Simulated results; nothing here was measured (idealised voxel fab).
The process module presented herein is designated voxel wiring stack.
The cross-section shown here is cut; it is 260 nm wide and divided into square cells measuring 5 nm on a side.
Each cross-section below is a grid of square cells, stated as bands in top-down order, with one or more rows of cells making up each band. Read a band's entry like this: the first values are the height of its top and the height of its bottom in nm, and what follows is the sequence of materials from left to right, each with its width in nm. Note that "empty" is empty space, and that a single material marked "throughout" reaches across the band from edge to edge. Height reference: 0 = level under which incoming wafer is all one material. Lowest band: no bottom, runs on downward, e.g. "0 -> down". So if you see something like "30..40" for the width, read it as the top row of the band sitting at the first number and the bottom row at the second, with every row in between moving by the same amount as the last. What does "nothing was modified" mean for a step? It means no cell of the cross-section changed in that step. The entry "Encapsulated voids" lists the empty spaces that cover at least 8 cells and have no open path to the top. Each is written as width x height at distance, where the distance is measured from the left edge and all three values are in nm. Formally, on a step line, whatever follows the settings is a remark that the simulator itself makes on the step. Steps that use a mask can have "overlay nm" on their line. It says how far the mask sat to the right of where it was meant to be. Negative means to the left. What follows is a series of pairs. Each pair shows a cross-section before one process step and the cross-section after it, and the after view is drawn only down to the lowest band that changed. Beneath each pair is the step that lies between the two, with its settings. Pairs may come from different runs of this module on the same starting wafer, so a pair continues from the one above it only where its entry headed "Cross-section, before" says so.

# Cross-section, before
    135 -> 115 = 40 nm empty  25 nm Ru  25 nm empty  25 nm Ru  25 nm empty  25 nm Ru  25 nm empty  25 nm Ru  45 nm empty
    115 -> 110 = 40 nm empty  25 nm TiN  25 nm empty  25 nm TiN  25 nm empty  25 nm TiN  25 nm empty  25 nm TiN  45 nm empty
    110 -> 95 = 40 nm SiO2  5 nm TiN  5 nm Cu  5 nm TiN  35 nm SiO2  5 nm TiN  5 nm Cu  5 nm TiN  35 nm SiO2  5 nm TiN  5 nm Cu  5 nm TiN  35 nm SiO2  5 nm TiN  5 nm Cu  5 nm TiN  55 nm SiO2
    95 -> 90 = 40 nm SiCN  15 nm TiN  35 nm SiCN  15 nm TiN  35 nm SiCN  15 nm TiN  35 nm SiCN  15 nm TiN  55 nm SiCN
    90 -> 75 = 40 nm SiO2  5 nm TiN  15 nm Cu  5 nm TiN  25 nm SiO2  5 nm TiN  15 nm Cu  5 nm TiN  25 nm SiO2  5 nm TiN  15 nm Cu  5 nm TiN  25 nm SiO2  5 nm TiN  15 nm Cu  5 nm TiN  45 nm SiO2
    75 -> 70 = 25 nm SiO2  15 nm SiCN  25 nm TiN  5 nm SiCN  20 nm SiO2  5 nm TiN  15 nm Cu  5 nm TiN  10 nm SiO2  15 nm SiCN  25 nm TiN  5 nm SiCN  20 nm SiO2  5 nm TiN  15 nm Cu  5 nm TiN  45 nm SiO2
    70 -> 65 = 25 nm SiO2  5 nm SiCN  35 nm Ru  5 nm SiCN  20 nm SiO2  5 nm TiN  15 nm Cu  5 nm TiN  10 nm SiO2  5 nm SiCN  35 nm Ru  5 nm SiCN  20 nm SiO2  5 nm TiN  15 nm Cu  5 nm TiN  45 nm SiO2
    65 -> 60 = 30 nm SiCN  35 nm Ru  25 nm SiCN  25 nm TiN  15 nm SiCN  35 nm Ru  25 nm SiCN  25 nm TiN  45 nm SiCN
    60 -> 45 = 40 nm lowk  15 nm Ru  85 nm lowk  15 nm Ru  105 nm lowk
    45 -> 40 = 40 nm SiCN  15 nm Ru  85 nm SiCN  15 nm Ru  105 nm SiCN
    40 -> 20 = 40 nm lowk  5 nm TiN  15 nm Cu  5 nm TiN  25 nm lowk  5 nm TiN  15 nm Cu  5 nm TiN  25 nm lowk  5 nm TiN  15 nm Cu  5 nm TiN  25 nm lowk  5 nm TiN  15 nm Cu  5 nm TiN  45 nm lowk
    20 -> 15 = 40 nm SiCN  25 nm TiN  25 nm SiCN  25 nm TiN  25 nm SiCN  25 nm TiN  25 nm SiCN  25 nm TiN  45 nm SiCN
    15 -> 0 = SiO2 throughout
    0 -> down = Si throughout
    Encapsulated voids: none

# Cut View, Post-Step
    140 -> 135 = lowk throughout
    135 -> 115 = 40 nm lowk  25 nm Ru  25 nm lowk  25 nm Ru  25 nm lowk  25 nm Ru  25 nm lowk  25 nm Ru  45 nm lowk
    115 -> 110 = 40 nm lowk  25 nm TiN  25 nm lowk  25 nm TiN  25 nm lowk  25 nm TiN  25 nm lowk  25 nm TiN  45 nm lowk
    Under the height 110 nothing was changed.
    Encapsulated voids: none
Which operation links the two cross-sections above? FILL_DEP, material lowk, thk nm 5

Cross-section, before: per the after cross-section of the pair just above.

# Cut View, Post-Step
    135 -> 115 = 40 nm lowk  25 nm Ru  25 nm lowk  25 nm Ru  25 nm lowk  25 nm Ru  25 nm lowk  25 nm Ru  45 nm lowk
    Under the height 115 nothing was changed.
    Encapsulated voids: none
Which operation links the two cross-sections above? CMP, height nm 135

Cross-section, before: per the after cross-section of the pair just above.

# Cut View, Post-Step
    140 -> 135 = SiCN throughout
    Under the height 135 nothing was changed.
    Encapsulated voids: none
Which operation links the two cross-sections above? CONFORMAL_DEP, material SiCN, thk nm 5

Cross-section, before: per the after cross-section of the pair just above.

# Cut View, Post-Step
    160 -> 140 = lowk throughout
    Under the height 140 nothing was changed.
    Encapsulated voids: none
Which operation links the two cross-sections above? DIRECTIONAL_DEP, material lowk, thk nm 20

Cross-section, before: per the after cross-section of the pair just above.

# Cut View, Post-Step
    160 -> 140 = 40 nm lowk  15 nm empty  35 nm lowk  15 nm empty  35 nm lowk  15 nm empty  35 nm lowk  15 nm empty  55 nm lowk
    Under the height 140 nothing was changed.
    Encapsulated voids: none
Which operation links the two cross-sections above? MASKED_ETCH, tone open, mask id PLUG_3, width nm 15, pitch nm 50, etch materials lowk, depth nm 20, overlay nm 0

Cross-section, before: per the after cross-section of the pair just above.

# Cut View, Post-Step
    160 -> 140 = 40 nm lowk  15 nm empty  35 nm lowk  15 nm empty  35 nm lowk  15 nm empty  35 nm lowk  15 nm empty  55 nm lowk
    140 -> 135 = 40 nm SiCN  15 nm empty  35 nm SiCN  15 nm empty  35 nm SiCN  15 nm empty  35 nm SiCN  15 nm empty  55 nm SiCN
    Under the height 135 nothing was changed.
    Encapsulated voids: none
Which operation links the two cross-sections above? MASKED_ETCH, tone open, mask id PLUG_3, width nm 15, pitch nm 50, etch materials SiCN, depth nm 5, overlay nm 0

Cross-section, before: per the after cross-section of the pair just above.

# Cut View, Post-Step
    160 -> 145 = 40 nm lowk  15 nm empty  35 nm lowk  15 nm empty  35 nm lowk  15 nm empty  35 nm lowk  15 nm empty  55 nm lowk
    145 -> 140 = 40 nm lowk  15 nm Ru  35 nm lowk  15 nm Ru  35 nm lowk  15 nm Ru  35 nm lowk  15 nm Ru  55 nm lowk
    140 -> 135 = 40 nm SiCN  15 nm Ru  35 nm SiCN  15 nm Ru  35 nm SiCN  15 nm Ru  35 nm SiCN  15 nm Ru  55 nm SiCN
    Under the height 135 nothing was changed.
    Encapsulated voids: none
Which operation links the two cross-sections above? EPI, material Ru, thk nm 10

Cross-section, before: per the after cross-section of the pair just above.

# Cut View, Post-Step
    160 -> 155 = 40 nm lowk  15 nm empty  35 nm lowk  15 nm empty  35 nm lowk  15 nm empty  35 nm lowk  15 nm empty  55 nm lowk
    155 -> 140 = 40 nm lowk  15 nm Ru  35 nm lowk  15 nm Ru  35 nm lowk  15 nm Ru  35 nm lowk  15 nm Ru  55 nm lowk
    Under the height 140 nothing was changed.
    Encapsulated voids: none
Which operation links the two cross-sections above? EPI, material Ru, thk nm 10

Cross-section, before: per the after cross-section of the pair just above.

# Cut View, Post-Step
    160 -> 140 = 40 nm lowk  15 nm Ru  35 nm lowk  15 nm Ru  35 nm lowk  15 nm Ru  35 nm lowk  15 nm Ru  55 nm lowk
    Under the height 140 nothing was changed.
    Encapsulated voids: none
Which operation links the two cross-sections above? EPI, material Ru, thk nm 5

Cross-section, before: per the after cross-section of the pair just above.

# Cut View, Post-Step
    165 -> 160 = SiCN throughout
    Under the height 160 nothing was changed.
    Encapsulated voids: none
Which operation links the two cross-sections above? CONFORMAL_DEP, material SiCN, thk nm 5

Cross-section, before: per the after cross-section of the pair just above.

# Cut View, Post-Step
    180 -> 165 = lowk throughout
    Under the height 165 nothing was changed.
    Encapsulated voids: none
Which operation links the two cross-sections above? DIRECTIONAL_DEP, material lowk, thk nm 15

Cross-section, before: per the after cross-section of the pair just above.

# Cut View, Post-Step
    195 -> 180 = 40 nm resist  25 nm empty  25 nm resist  25 nm empty  25 nm resist  25 nm empty  25 nm resist  25 nm empty  45 nm resist
    Under the height 180 nothing was changed.
    Encapsulated voids: none
Which operation links the two cross-sections above? PATTERN, tone open, mask id METAL_4, material resist, width nm 25, pitch nm 50, thk nm 15, overlay nm 0

Cross-section, before: per the after cross-section of the pair just above.

# Cut View, Post-Step
    195 -> 180 = 40 nm resist  25 nm empty  25 nm resist  25 nm empty  25 nm resist  25 nm empty  25 nm resist  25 nm empty  45 nm resist
    180 -> 165 = 40 nm lowk  25 nm empty  25 nm lowk  25 nm empty  25 nm lowk  25 nm empty  25 nm lowk  25 nm empty  45 nm lowk
    Under the height 165 nothing was changed.
    Encapsulated voids: none
Which operation links the two cross-sections above? DIRECTIONAL_ETCH, etch materials lowk, depth nm 15

Cross-section, before: per the after cross-section of the pair just above.

# Cut View, Post-Step
    195 -> 180 = 40 nm resist  25 nm empty  25 nm resist  25 nm empty  25 nm resist  25 nm empty  25 nm resist  25 nm empty  45 nm resist
    180 -> 165 = 40 nm lowk  25 nm empty  25 nm lowk  25 nm empty  25 nm lowk  25 nm empty  25 nm lowk  25 nm empty  45 nm lowk
    165 -> 160 = 40 nm SiCN  25 nm empty  25 nm SiCN  25 nm empty  25 nm SiCN  25 nm empty  25 nm SiCN  25 nm empty  45 nm SiCN
    Under the height 160 nothing was changed.
    Encapsulated voids: none
Which operation links the two cross-sections above? DIRECTIONAL_ETCH, etch materials SiCN, depth nm 5

Cross-section, before: per the after cross-section of the pair just above.

# Cut View, Post-Step
    180 -> 165 = 40 nm lowk  25 nm empty  25 nm lowk  25 nm empty  25 nm lowk  25 nm empty  25 nm lowk  25 nm empty  45 nm lowk
    Under the height 165 nothing was changed.
    Encapsulated voids: none
Which operation links the two cross-sections above? STRIP, etch materials resist

Cross-section, before: per the after cross-section of the pair just above.

# Cut View, Post-Step
    185 -> 180 = 45 nm TiN  15 nm empty  35 nm TiN  15 nm empty  35 nm TiN  15 nm empty  35 nm TiN  15 nm empty  50 nm TiN
    180 -> 165 = 40 nm lowk  5 nm TiN  15 nm empty  5 nm TiN  25 nm lowk  5 nm TiN  15 nm empty  5 nm TiN  25 nm lowk  5 nm TiN  15 nm empty  5 nm TiN  25 nm lowk  5 nm TiN  15 nm empty  5 nm TiN  45 nm lowk
    165 -> 160 = 40 nm SiCN  25 nm TiN  25 nm SiCN  25 nm TiN  25 nm SiCN  25 nm TiN  25 nm SiCN  25 nm TiN  45 nm SiCN
    Under the height 160 nothing was changed.
    Encapsulated voids: none
Which operation links the two cross-sections above? CONFORMAL_DEP, material TiN, thk nm 5

Cross-section, before: per the after cross-section of the pair just above.

# Cut View, Post-Step
    190 -> 185 = Ru throughout
    185 -> 180 = 45 nm TiN  15 nm Ru  35 nm TiN  15 nm Ru  35 nm TiN  15 nm Ru  35 nm TiN  15 nm Ru  50 nm TiN
    180 -> 165 = 40 nm lowk  5 nm TiN  15 nm Ru  5 nm TiN  25 nm lowk  5 nm TiN  15 nm Ru  5 nm TiN  25 nm lowk  5 nm TiN  15 nm Ru  5 nm TiN  25 nm lowk  5 nm TiN  15 nm Ru  5 nm TiN  45 nm lowk
    Under the height 165 nothing was changed.
    Encapsulated voids: none
Which operation links the two cross-sections above? FILL_DEP, material Ru, thk nm 5

Cross-section, before: per the after cross-section of the pair just above.

# Cut View, Post-Step
    180 -> 165 = 40 nm lowk  5 nm TiN  15 nm Ru  5 nm TiN  25 nm lowk  5 nm TiN  15 nm Ru  5 nm TiN  25 nm lowk  5 nm TiN  15 nm Ru  5 nm TiN  25 nm lowk  5 nm TiN  15 nm Ru  5 nm TiN  45 nm lowk
    Under the height 165 nothing was changed.
    Encapsulated voids: none
Which operation links the two cross-sections above? CMP, height nm 180

Cross-section, before: per the after cross-section of the pair just above.

# Cut View, Post-Step
    185 -> 180 = SiCN throughout
    Under the height 180 nothing was changed.
    Encapsulated voids: none
Which operation links the two cross-sections above? CONFORMAL_DEP, material SiCN, thk nm 5

# Cross-section, before
    160 -> 140 = 40 nm lowk  15 nm Ru  35 nm lowk  15 nm Ru  35 nm lowk  15 nm Ru  35 nm lowk  15 nm Ru  55 nm lowk
    140 -> 135 = 40 nm SiCN  15 nm Ru  35 nm SiCN  15 nm Ru  35 nm SiCN  15 nm Ru  35 nm SiCN  15 nm Ru  55 nm SiCN
    135 -> 115 = 40 nm lowk  25 nm Ru  25 nm lowk  25 nm Ru  25 nm lowk  25 nm Ru  25 nm lowk  25 nm Ru  45 nm lowk
    115 -> 110 = 40 nm lowk  25 nm TiN  25 nm lowk  25 nm TiN  25 nm lowk  25 nm TiN  25 nm lowk  25 nm TiN  45 nm lowk
    110 -> 95 = 40 nm SiO2  5 nm TiN  5 nm Cu  5 nm TiN  35 nm SiO2  5 nm TiN  5 nm Cu  5 nm TiN  35 nm SiO2  5 nm TiN  5 nm Cu  5 nm TiN  35 nm SiO2  5 nm TiN  5 nm Cu  5 nm TiN  55 nm SiO2
    95 -> 90 = 40 nm SiCN  15 nm TiN  35 nm SiCN  15 nm TiN  35 nm SiCN  15 nm TiN  35 nm SiCN  15 nm TiN  55 nm SiCN
    90 -> 65 = 40 nm SiO2  5 nm TiN  15 nm Cu  5 nm TiN  25 nm SiO2  5 nm TiN  15 nm Cu  5 nm TiN  25 nm SiO2  5 nm TiN  15 nm Cu  5 nm TiN  25 nm SiO2  5 nm TiN  15 nm Cu  5 nm TiN  45 nm SiO2
    65 -> 60 = 40 nm SiCN  25 nm TiN  25 nm SiCN  25 nm TiN  25 nm SiCN  25 nm TiN  25 nm SiCN  25 nm TiN  45 nm SiCN
    60 -> 45 = 40 nm lowk  15 nm Ru  85 nm lowk  15 nm Ru  105 nm lowk
    45 -> 40 = 40 nm SiCN  15 nm Ru  85 nm SiCN  15 nm Ru  105 nm SiCN
    40 -> 20 = 40 nm lowk  5 nm TiN  15 nm Cu  5 nm TiN  25 nm lowk  5 nm TiN  15 nm Cu  5 nm TiN  25 nm lowk  5 nm TiN  15 nm Cu  5 nm TiN  25 nm lowk  5 nm TiN  15 nm Cu  5 nm TiN  45 nm lowk
    20 -> 15 = 40 nm SiCN  25 nm TiN  25 nm SiCN  25 nm TiN  25 nm SiCN  25 nm TiN  25 nm SiCN  25 nm TiN  45 nm SiCN
    15 -> 0 = SiO2 throughout
    0 -> down = Si throughout
    Encapsulated voids: none

# Cut View, Post-Step
    175 -> 160 = lowk throughout
    Under the height 160 nothing was changed.
    Encapsulated voids: none
Which operation links the two cross-sections above? DIRECTIONAL_DEP, material lowk, thk nm 15

Cross-section, before: per the after cross-section of the pair just above.

# Cut View, Post-Step
    180 -> 175 = SiCN throughout
    Under the height 175 nothing was changed.
    Encapsulated voids: none
Which operation links the two cross-sections above? CONFORMAL_DEP, material SiCN, thk nm 5

Cross-section, before: per the after cross-section of the pair just above.

# Cut View, Post-Step
    195 -> 180 = 40 nm resist  25 nm empty  25 nm resist  25 nm empty  25 nm resist  25 nm empty  25 nm resist  25 nm empty  45 nm resist
    Under the height 180 nothing was changed.
    Encapsulated voids: none
Which operation links the two cross-sections above? PATTERN, tone open, mask id METAL_4, material resist, width nm 25, pitch nm 50, thk nm 15, overlay nm 0

Cross-section, before: per the after cross-section of the pair just above.

# Cut View, Post-Step
    195 -> 180 = 40 nm resist  25 nm empty  25 nm resist  25 nm empty  25 nm resist  25 nm empty  25 nm resist  25 nm empty  45 nm resist
    180 -> 175 = 40 nm SiCN  25 nm empty  25 nm SiCN  25 nm empty  25 nm SiCN  25 nm empty  25 nm SiCN  25 nm empty  45 nm SiCN
    Under the height 175 nothing was changed.
    Encapsulated voids: none
Which operation links the two cross-sections above? DIRECTIONAL_ETCH, etch materials SiCN, depth nm 5

Cross-section, before: per the after cross-section of the pair just above.

# Cut View, Post-Step
    180 -> 175 = 40 nm SiCN  25 nm empty  25 nm SiCN  25 nm empty  25 nm SiCN  25 nm empty  25 nm SiCN  25 nm empty  45 nm SiCN
    Under the height 175 nothing was changed.
    Encapsulated voids: none
Which operation links the two cross-sections above? STRIP, etch materials resist

Cross-section, before: per the after cross-section of the pair just above.

# Cut View, Post-Step
    185 -> 180 = 45 nm TiN  15 nm empty  35 nm TiN  15 nm empty  35 nm TiN  15 nm empty  35 nm TiN  15 nm empty  50 nm TiN
    180 -> 175 = 40 nm SiCN  25 nm TiN  25 nm SiCN  25 nm TiN  25 nm SiCN  25 nm TiN  25 nm SiCN  25 nm TiN  45 nm SiCN
    Under the height 175 nothing was changed.
    Encapsulated voids: none
Which operation links the two cross-sections above? CONFORMAL_DEP, material TiN, thk nm 5

Cross-section, before: per the after cross-section of the pair just above.

# Cut View, Post-Step
    190 -> 185 = Ru throughout
    185 -> 180 = 45 nm TiN  15 nm Ru  35 nm TiN  15 nm Ru  35 nm TiN  15 nm Ru  35 nm TiN  15 nm Ru  50 nm TiN
    Under the height 180 nothing was changed.
    Encapsulated voids: none
Which operation links the two cross-sections above? FILL_DEP, material Ru, thk nm 5

Cross-section, before: per the after cross-section of the pair just above.

# Cut View, Post-Step
    180 -> 175 = 40 nm SiCN  25 nm TiN  25 nm SiCN  25 nm TiN  25 nm SiCN  25 nm TiN  25 nm SiCN  25 nm TiN  45 nm SiCN
    Under the height 175 nothing was changed.
    Encapsulated voids: none
Which operation links the two cross-sections above? CMP, height nm 180

Cross-section, before: per the after cross-section of the pair just above.

# Cut View, Post-Step
    185 -> 180 = SiCN throughout
    Under the height 180 nothing was changed.
    Encapsulated voids: none
Which operation links the two cross-sections above? CONFORMAL_DEP, material SiCN, thk nm 5

# Cross-section, before
    45 -> 40 = SiCN throughout
    40 -> 20 = 40 nm lowk  5 nm TiN  15 nm Cu  5 nm TiN  25 nm lowk  5 nm TiN  15 nm Cu  5 nm TiN  25 nm lowk  5 nm TiN  15 nm Cu  5 nm TiN  25 nm lowk  5 nm TiN  15 nm Cu  5 nm TiN  45 nm lowk
    20 -> 15 = 40 nm SiCN  25 nm TiN  25 nm SiCN  25 nm TiN  25 nm SiCN  25 nm TiN  25 nm SiCN  25 nm TiN  45 nm SiCN
    15 -> 0 = SiO2 throughout
    0 -> down = Si throughout
    Encapsulated voids: none

# Cut View, Post-Step
    50 -> 45 = lowk throughout
    Under the height 45 nothing was changed.
    Encapsulated voids: none
Which operation links the two cross-sections above? DIRECTIONAL_DEP, material lowk, thk nm 5

Cross-section, before: per the after cross-section of the pair just above.

# Cut View, Post-Step
    50 -> 45 = 40 nm lowk  15 nm empty  85 nm lowk  15 nm empty  105 nm lowk
    Under the height 45 nothing was changed.
    Encapsulated voids: none
Which operation links the two cross-sections above? MASKED_ETCH, tone open, mask id PLUG_1, width nm 15, pitch nm 100, etch materials lowk, depth nm 15, overlay nm 0

Cross-section, before: per the after cross-section of the pair just above.

# Cut View, Post-Step
    50 -> 45 = 40 nm lowk  15 nm empty  85 nm lowk  15 nm empty  105 nm lowk
    45 -> 40 = 40 nm SiCN  15 nm empty  85 nm SiCN  15 nm empty  105 nm SiCN
    Under the height 40 nothing was changed.
    Encapsulated voids: none
Which operation links the two cross-sections above? MASKED_ETCH, tone open, mask id PLUG_1, width nm 15, pitch nm 100, etch materials SiCN, depth nm 5, overlay nm 0

Cross-section, before: per the after cross-section of the pair just above.

# Cut View, Post-Step
    50 -> 45 = 40 nm lowk  15 nm Ru  85 nm lowk  15 nm Ru  105 nm lowk
    45 -> 40 = 40 nm SiCN  15 nm Ru  85 nm SiCN  15 nm Ru  105 nm SiCN
    Under the height 40 nothing was changed.
    Encapsulated voids: none
Which operation links the two cross-sections above? EPI, material Ru, thk nm 10

Cross-section, before: per the after cross-section of the pair just above.

# Cut View, Post-Step
    60 -> 50 = 30 nm empty  35 nm Ru  65 nm empty  35 nm Ru  95 nm empty
    Under the height 50 nothing was changed.
    Encapsulated voids: none
Which operation links the two cross-sections above? EPI, material Ru, thk nm 10

Cross-section, before: per the after cross-section of the pair just above.

# Cut View, Post-Step
    65 -> 60 = 25 nm empty  45 nm SiCN  55 nm empty  45 nm SiCN  90 nm empty
    60 -> 55 = 25 nm empty  5 nm SiCN  35 nm Ru  5 nm SiCN  55 nm empty  5 nm SiCN  35 nm Ru  5 nm SiCN  90 nm empty
    55 -> 50 = 30 nm SiCN  35 nm Ru  65 nm SiCN  35 nm Ru  95 nm SiCN
    Under the height 50 nothing was changed.
    Encapsulated voids: none
Which operation links the two cross-sections above? CONFORMAL_DEP, material SiCN, thk nm 5

Cross-section, before: per the after cross-section of the pair just above.

# Cut View, Post-Step
    90 -> 80 = 25 nm empty  45 nm SiO2  55 nm empty  45 nm SiO2  90 nm empty
    80 -> 65 = SiO2 throughout
    65 -> 60 = 25 nm SiO2  45 nm SiCN  55 nm SiO2  45 nm SiCN  90 nm SiO2
    60 -> 55 = 25 nm SiO2  5 nm SiCN  35 nm Ru  5 nm SiCN  55 nm SiO2  5 nm SiCN  35 nm Ru  5 nm SiCN  90 nm SiO2
    Under the height 55 nothing was changed.
    Encapsulated voids: none
Which operation links the two cross-sections above? DIRECTIONAL_DEP, material SiO2, thk nm 25

Cross-section, before: per the after cross-section of the pair just above.

# Cut View, Post-Step
    105 -> 95 = 25 nm empty  45 nm aC  55 nm empty  45 nm aC  90 nm empty
    95 -> 90 = aC throughout
    90 -> 80 = 25 nm aC  45 nm SiO2  55 nm aC  45 nm SiO2  90 nm aC
    Under the height 80 nothing was changed.
    Encapsulated voids: none
Which operation links the two cross-sections above? DIRECTIONAL_DEP, material aC, thk nm 15

Cross-section, before: per the after cross-section of the pair just above.

# Cut View, Post-Step
    135 -> 105 = 40 nm resist  25 nm empty  25 nm resist  25 nm empty  25 nm resist  25 nm empty  25 nm resist  25 nm empty  45 nm resist
    105 -> 95 = 25 nm resist  45 nm aC  20 nm resist  25 nm empty  10 nm resist  45 nm aC  20 nm resist  25 nm empty  45 nm resist
    Under the height 95 nothing was changed.
    Encapsulated voids: none
Which operation links the two cross-sections above? PATTERN, tone open, mask id METAL_2, material resist, width nm 25, pitch nm 50, thk nm 30, overlay nm 0

Cross-section, before: per the after cross-section of the pair just above.

# Cut View, Post-Step
    120 -> 105 = 40 nm resist  25 nm empty  25 nm resist  25 nm empty  25 nm resist  25 nm empty  25 nm resist  25 nm empty  45 nm resist
    105 -> 95 = 25 nm resist  15 nm aC  25 nm empty  5 nm aC  20 nm resist  25 nm empty  10 nm resist  15 nm aC  25 nm empty  5 nm aC  20 nm resist  25 nm empty  45 nm resist
    95 -> 90 = 40 nm aC  25 nm empty  25 nm aC  25 nm empty  25 nm aC  25 nm empty  25 nm aC  25 nm empty  45 nm aC
    90 -> 80 = 25 nm aC  45 nm SiO2  20 nm aC  25 nm empty  10 nm aC  45 nm SiO2  20 nm aC  25 nm empty  45 nm aC
    Under the height 80 nothing was changed.
    Encapsulated voids: none
Which operation links the two cross-sections above? DIRECTIONAL_ETCH, etch materials aC, depth nm 15

Cross-section, before: per the after cross-section of the pair just above.

# Cut View, Post-Step
    105 -> 95 = 25 nm empty  15 nm aC  25 nm empty  5 nm aC  55 nm empty  15 nm aC  25 nm empty  5 nm aC  90 nm empty
    Under the height 95 nothing was changed.
    Encapsulated voids: none
Which operation links the two cross-sections above? STRIP, etch materials resist

Cross-section, before: per the after cross-section of the pair just above.

# Cut View, Post-Step
    105 -> 95 = 25 nm empty  15 nm aC  25 nm empty  5 nm aC  55 nm empty  15 nm aC  25 nm empty  5 nm aC  90 nm empty
    95 -> 90 = 40 nm aC  25 nm empty  25 nm aC  25 nm empty  25 nm aC  25 nm empty  25 nm aC  25 nm empty  45 nm aC
    90 -> 80 = 25 nm aC  15 nm SiO2  25 nm empty  5 nm SiO2  20 nm aC  25 nm empty  10 nm aC  15 nm SiO2  25 nm empty  5 nm SiO2  20 nm aC  25 nm empty  45 nm aC
    80 -> 65 = 40 nm SiO2  25 nm empty  25 nm SiO2  25 nm empty  25 nm SiO2  25 nm empty  25 nm SiO2  25 nm empty  45 nm SiO2
    65 -> 60 = 25 nm SiO2  45 nm SiCN  20 nm SiO2  25 nm empty  10 nm SiO2  45 nm SiCN  20 nm SiO2  25 nm empty  45 nm SiO2
    60 -> 55 = 25 nm SiO2  5 nm SiCN  35 nm Ru  5 nm SiCN  20 nm SiO2  25 nm empty  10 nm SiO2  5 nm SiCN  35 nm Ru  5 nm SiCN  20 nm SiO2  25 nm empty  45 nm SiO2
    Under the height 55 nothing was changed.
    Encapsulated voids: none
Which operation links the two cross-sections above? DIRECTIONAL_ETCH, etch materials SiO2, depth nm 25

Cross-section, before: per the after cross-section of the pair just above.

# Cut View, Post-Step
    105 -> 95 = 25 nm empty  15 nm aC  25 nm empty  5 nm aC  55 nm empty  15 nm aC  25 nm empty  5 nm aC  90 nm empty
    95 -> 90 = 40 nm aC  25 nm empty  25 nm aC  25 nm empty  25 nm aC  25 nm empty  25 nm aC  25 nm empty  45 nm aC
    90 -> 80 = 25 nm aC  15 nm SiO2  25 nm empty  5 nm SiO2  20 nm aC  25 nm empty  10 nm aC  15 nm SiO2  25 nm empty  5 nm SiO2  20 nm aC  25 nm empty  45 nm aC
    80 -> 65 = 40 nm SiO2  25 nm empty  25 nm SiO2  25 nm empty  25 nm SiO2  25 nm empty  25 nm SiO2  25 nm empty  45 nm SiO2
    65 -> 60 = 25 nm SiO2  15 nm SiCN  25 nm empty  5 nm SiCN  20 nm SiO2  25 nm empty  10 nm SiO2  15 nm SiCN  25 nm empty  5 nm SiCN  20 nm SiO2  25 nm empty  45 nm SiO2
    60 -> 55 = 25 nm SiO2  5 nm SiCN  35 nm Ru  5 nm SiCN  20 nm SiO2  25 nm empty  10 nm SiO2  5 nm SiCN  35 nm Ru  5 nm SiCN  20 nm SiO2  25 nm empty  45 nm SiO2
    55 -> 50 = 30 nm SiCN  35 nm Ru  25 nm SiCN  25 nm empty  15 nm SiCN  35 nm Ru  25 nm SiCN  25 nm empty  45 nm SiCN
    Under the height 50 nothing was changed.
    Encapsulated voids: none
Which operation links the two cross-sections above? DIRECTIONAL_ETCH, etch materials SiCN, depth nm 5

Cross-section, before: per the after cross-section of the pair just above.

# Cut View, Post-Step
    90 -> 80 = 25 nm empty  15 nm SiO2  25 nm empty  5 nm SiO2  55 nm empty  15 nm SiO2  25 nm empty  5 nm SiO2  90 nm empty
    Under the height 80 nothing was changed.
    Encapsulated voids: none
Which operation links the two cross-sections above? STRIP, etch materials aC

Cross-section, before: per the after cross-section of the pair just above.

# Cut View, Post-Step
    95 -> 90 = 20 nm empty  25 nm TiN  15 nm empty  15 nm TiN  45 nm empty  25 nm TiN  15 nm empty  15 nm TiN  85 nm empty
    90 -> 85 = 20 nm empty  5 nm TiN  15 nm SiO2  5 nm TiN  15 nm empty  5 nm TiN  5 nm SiO2  5 nm TiN  45 nm empty  5 nm TiN  15 nm SiO2  5 nm TiN  15 nm empty  5 nm TiN  5 nm SiO2  5 nm TiN  85 nm empty
    85 -> 80 = 25 nm TiN  15 nm SiO2  5 nm TiN  15 nm empty  5 nm TiN  5 nm SiO2  25 nm TiN  15 nm empty  15 nm TiN  15 nm SiO2  5 nm TiN  15 nm empty  5 nm TiN  5 nm SiO2  25 nm TiN  15 nm empty  50 nm TiN
    80 -> 65 = 40 nm SiO2  5 nm TiN  15 nm empty  5 nm TiN  25 nm SiO2  5 nm TiN  15 nm empty  5 nm TiN  25 nm SiO2  5 nm TiN  15 nm empty  5 nm TiN  25 nm SiO2  5 nm TiN  15 nm empty  5 nm TiN  45 nm SiO2
    65 -> 60 = 25 nm SiO2  15 nm SiCN  25 nm TiN  5 nm SiCN  20 nm SiO2  5 nm TiN  15 nm empty  5 nm TiN  10 nm SiO2  15 nm SiCN  25 nm TiN  5 nm SiCN  20 nm SiO2  5 nm TiN  15 nm empty  5 nm TiN  45 nm SiO2
    60 -> 55 = 25 nm SiO2  5 nm SiCN  35 nm Ru  5 nm SiCN  20 nm SiO2  5 nm TiN  15 nm empty  5 nm TiN  10 nm SiO2  5 nm SiCN  35 nm Ru  5 nm SiCN  20 nm SiO2  5 nm TiN  15 nm empty  5 nm TiN  45 nm SiO2
    55 -> 50 = 30 nm SiCN  35 nm Ru  25 nm SiCN  25 nm TiN  15 nm SiCN  35 nm Ru  25 nm SiCN  25 nm TiN  45 nm SiCN
    Under the height 50 nothing was changed.
    Encapsulated voids: none
Which operation links the two cross-sections above? CONFORMAL_DEP, material TiN, thk nm 5
